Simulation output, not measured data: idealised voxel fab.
The following is a process module called voxel double patterning.
Displayed cross-section: cut, width of 240 nm, square cells sized 5 nm.
Heads up, the way a cross-section reads in here is a grid of square cells, handed over as bands from the top down, with every band being one or more rows of cells. Band entry format. Leading values: height of top, height of bottom, nm. Remainder: materials in left-to-right order, each with its width in nm. Special words: "full width" on a single material, which then fills the band edge to edge; "air", empty space. Height is counted from the level 0, under which the received wafer is composed throughout of one material. The lowest of the bands is not closed at the bottom but continues downward, in the notation "0..down". Per-row width for "30..40": begins at first number (top row of band), ends at second number (bottom row), increment between rows held constant. What does "no change" mean for a step? It means no cell of the cross-section changed in that step. In "Closed void catalog" the enclosed voids are listed, meaning empty spaces of 8 cells or larger without any opening to the top. The form is width x height at distance, distance from the left edge, units nm. Formally, on a step line, whatever follows the settings is a remark that the simulator itself makes on the step. overlay nm, on a step with a mask: how far to the right of its planned place the mask lay; to the left if negative.

# Steps planned for the process
step 1: RECEIVE [material Si]
step 2: CONFORMAL_DEP [material SiO2] [thk nm 5]
step 3: DIRECTIONAL_DEP [material TiN] [thk nm 20]
step 4: DIRECTIONAL_DEP [material SiN] [thk nm 10]
step 5: PATTERN [tone open] [mask id FIRST] [material resist] [width nm 15] [pitch nm 50] [thk nm 15] [overlay nm 0]
step 6: DIRECTIONAL_ETCH [etch materials SiN] [depth nm 10]
step 7: STRIP [etch materials resist]
step 8: PATTERN [tone open] [mask id SECOND] [material resist] [width nm 15] [thk nm 15] [overlay nm 0]
step 9: DIRECTIONAL_ETCH [etch materials SiN] [depth nm 10]
step 10: STRIP [etch materials resist]
step 11: DIRECTIONAL_ETCH [etch materials TiN] [depth nm 20]
step 12: STRIP [etch materials SiN]
For this document, wafers share an identical start and vary in the step 8 width nm; the plan quotes the first wafer's value.

# The first of several wafers, as received after step 1, seen in section
  0..down = Si full width
  Closed void catalog: none

# Depicted here is the first of several wafers in cross-section, at module completion following the last step, step 12
  25..5 = 85 TiN, 15 air, 10 TiN, 15 air, 10 TiN, 15 air, 90 TiN
  5..0 = SiO2 full width
  0..down = Si full width
  Closed void catalog: none

# Sectional view of the last wafer upon completion of the module
  25..5 = 85 TiN, 15 air, 5 TiN, 45 air, 90 TiN
  5..0 = SiO2 full width
  0..down = Si full width
  Closed void catalog: none

# The rows of the table below are wafers. Looking at the end of the module, a row counts, for every material, the cells the wafer has gained, shown as (+), or lost, shown as (-), since it was received; its closed voids come next
width nm 15 | +48 SiO2 | +156 TiN | Closed void catalog: none
width nm 20 | +48 SiO2 | +152 TiN | Closed void catalog: none
width nm 25 | +48 SiO2 | +148 TiN | Closed void catalog: none
width nm 30 | +48 SiO2 | +144 TiN | Closed void catalog: none
